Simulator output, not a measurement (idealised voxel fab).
Process module in this document: voxel trench capacitor
cross-section cut | 290 nm wide | cells 5 nm
When this document writes out a cross-section, it uses a grid of square cells and lists it as bands, beginning at the top and moving down, with a band standing for one or more rows of cells. The band entry comprises the height of the band's top followed by the height of its bottom, expressed in nm, and subsequently the band's materials from left to right, each stated together with its width in nm. Where a single material is marked with the word "all across", that material fills the band from edge to edge. The word "air" represents empty space. Basically, 0 is our baseline, since under it the wafer straight out of the box is all one material. The bottom band has no lower end and keeps on going down, so it looks like "top 0, no bottom". The width entry "30..40" should be interpreted row by row: the top row of cells in the band takes the first number, the bottom row takes the second number, and the change between adjacent rows is uniform throughout. Where a step carries "left unchanged", the cross-section came out of it unchanged, cell for cell. The entry titled "Closed void roster" provides the empty spaces that have no open way to the top, restricted to those of 8 cells or more. Each is presented as width x height at distance, the distance being measured from the left edge, with all three in nm. Whatever follows a step's settings on its line is a remark the simulator itself makes about that step. A step's line can hold "overlay nm"; with a mask on that step, the setting says how far right of the planned place the mask lay, while a negative setting says it lay to the left.

## Steps in the process plan
1) op RECEIVE | material Si
2) op CONFORMAL_DEP | material SiN | thk nm 10
3) op PATTERN | tone open | mask id TRENCH | material resist | width nm 15 | pitch nm 35 | thk nm 15 | overlay nm 0
4) op DIRECTIONAL_ETCH | etch materials SiN | depth nm 10
5) op DIRECTIONAL_ETCH | etch materials Si | depth nm 25
6) op STRIP | etch materials resist
7) op CONFORMAL_DEP | material Al2O3 | thk nm 5
8) op FILL_DEP | material polySi | thk nm 10
9) op CMP | height nm 10

## On the first of the two wafers: run conducted according to plan

## Shown in cross-section is the wafer as received, that is, as it stands after step 1
  top 0, no bottom  Si all across
  Closed void roster: none

## After step 2: wafer cross-section
  top 10, bottom 0  SiN all across
  No changes below 0.

## After step 3: wafer cross-section
  top 25, bottom 10  100 resist; 15 air; 20 resist; 15 air; 20 resist; 15 air; 105 resist
  No changes below 10.

## After step 4: wafer cross-section
  top 25, bottom 10  100 resist; 15 air; 20 resist; 15 air; 20 resist; 15 air; 105 resist
  top 10, bottom 0  100 SiN; 15 air; 20 SiN; 15 air; 20 SiN; 15 air; 105 SiN
  No changes below 0.

## After step 5: wafer cross-section
  top 25, bottom 10  100 resist; 15 air; 20 resist; 15 air; 20 resist; 15 air; 105 resist
  top 10, bottom 0  100 SiN; 15 air; 20 SiN; 15 air; 20 SiN; 15 air; 105 SiN
  top 0, bottom -25  100 Si; 15 air; 20 Si; 15 air; 20 Si; 15 air; 105 Si
  No changes below -25.

## After step 6: wafer cross-section
  top 10, bottom 0  100 SiN; 15 air; 20 SiN; 15 air; 20 SiN; 15 air; 105 SiN
  No changes below 0.

## After step 7: wafer cross-section
  top 15, bottom 10  105 Al2O3; 5 air; 30 Al2O3; 5 air; 30 Al2O3; 5 air; 110 Al2O3
  top 10, bottom 0  100 SiN; 5 Al2O3; 5 air; 5 Al2O3; 20 SiN; 5 Al2O3; 5 air; 5 Al2O3; 20 SiN; 5 Al2O3; 5 air; 5 Al2O3; 105 SiN
  top 0, bottom -20  100 Si; 5 Al2O3; 5 air; 5 Al2O3; 20 Si; 5 Al2O3; 5 air; 5 Al2O3; 20 Si; 5 Al2O3; 5 air; 5 Al2O3; 105 Si
  top -20, bottom -25  100 Si; 15 Al2O3; 20 Si; 15 Al2O3; 20 Si; 15 Al2O3; 105 Si
  No changes below -25.

## After step 8: wafer cross-section
  top 25, bottom 15  polySi all across
  top 15, bottom 10  105 Al2O3; 5 polySi; 30 Al2O3; 5 polySi; 30 Al2O3; 5 polySi; 110 Al2O3
  top 10, bottom 0  100 SiN; 5 Al2O3; 5 polySi; 5 Al2O3; 20 SiN; 5 Al2O3; 5 polySi; 5 Al2O3; 20 SiN; 5 Al2O3; 5 polySi; 5 Al2O3; 105 SiN
  top 0, bottom -20  100 Si; 5 Al2O3; 5 polySi; 5 Al2O3; 20 Si; 5 Al2O3; 5 polySi; 5 Al2O3; 20 Si; 5 Al2O3; 5 polySi; 5 Al2O3; 105 Si
  No changes below -20.

## After step 9: wafer cross-section
  top 10, bottom 0  100 SiN; 5 Al2O3; 5 polySi; 5 Al2O3; 20 SiN; 5 Al2O3; 5 polySi; 5 Al2O3; 20 SiN; 5 Al2O3; 5 polySi; 5 Al2O3; 105 SiN
  No changes below 0.

## For the second wafer, take the first wafer's start and plan, then add one mistake made in running it; everything through step 2, that step included, is shared with the first

## Second wafer, sectioned view, at step 3's planned end time
  top 25, bottom 10  100 air; 15 resist; 20 air; 15 resist; 20 air; 15 resist; 105 air
  No changes below 10.

## Second wafer, sectioned view, at step 4's planned end time
  top 25, bottom 10  100 air; 15 resist; 20 air; 15 resist; 20 air; 15 resist; 105 air
  top 10, bottom 0  100 air; 15 SiN; 20 air; 15 SiN; 20 air; 15 SiN; 105 air
  No changes below 0.

## Second wafer, sectioned view, at step 5's planned end time
  top 25, bottom 10  100 air; 15 resist; 20 air; 15 resist; 20 air; 15 resist; 105 air
  top 10, bottom 0  100 air; 15 SiN; 20 air; 15 SiN; 20 air; 15 SiN; 105 air
  top 0, bottom -25  100 air; 15 Si; 20 air; 15 Si; 20 air; 15 Si; 105 air
  No changes below -25.

## Second wafer, sectioned view, at step 6's planned end time
  top 10, bottom 0  100 air; 15 SiN; 20 air; 15 SiN; 20 air; 15 SiN; 105 air
  No changes below 0.

## Second wafer, sectioned view, at step 7's planned end time
  top 15, bottom 10  95 air; 25 Al2O3; 10 air; 25 Al2O3; 10 air; 25 Al2O3; 100 air
  top 10, bottom 0  95 air; 5 Al2O3; 15 SiN; 5 Al2O3; 10 air; 5 Al2O3; 15 SiN; 5 Al2O3; 10 air; 5 Al2O3; 15 SiN; 5 Al2O3; 100 air
  top 0, bottom -20  95 air; 5 Al2O3; 15 Si; 5 Al2O3; 10 air; 5 Al2O3; 15 Si; 5 Al2O3; 10 air; 5 Al2O3; 15 Si; 5 Al2O3; 100 air
  top -20, bottom -25  100 Al2O3; 15 Si; 20 Al2O3; 15 Si; 20 Al2O3; 15 Si; 105 Al2O3
  No changes below -25.

## Second wafer, sectioned view, at step 8's planned end time
  top 25, bottom 15  polySi all across
  top 15, bottom 10  95 polySi; 25 Al2O3; 10 polySi; 25 Al2O3; 10 polySi; 25 Al2O3; 100 polySi
  top 10, bottom 0  95 polySi; 5 Al2O3; 15 SiN; 5 Al2O3; 10 polySi; 5 Al2O3; 15 SiN; 5 Al2O3; 10 polySi; 5 Al2O3; 15 SiN; 5 Al2O3; 100 polySi
  top 0, bottom -20  95 polySi; 5 Al2O3; 15 Si; 5 Al2O3; 10 polySi; 5 Al2O3; 15 Si; 5 Al2O3; 10 polySi; 5 Al2O3; 15 Si; 5 Al2O3; 100 polySi
  No changes below -20.

## Second wafer, sectioned view, at step 9's planned end time
  top 10, bottom 0  95 polySi; 5 Al2O3; 15 SiN; 5 Al2O3; 10 polySi; 5 Al2O3; 15 SiN; 5 Al2O3; 10 polySi; 5 Al2O3; 15 SiN; 5 Al2O3; 100 polySi
  No changes below 0.
Diagnosis: rather than as planned, step 3 actually ran as op PATTERN | tone cover | mask id TRENCH | material resist | width nm 15 | pitch nm 35 | thk nm 15 | overlay nm 0
Final wafer comparison in cells, second versus first, more or fewer per material: +40 Al2O3, -200 Si, -80 SiN, +240 polySi
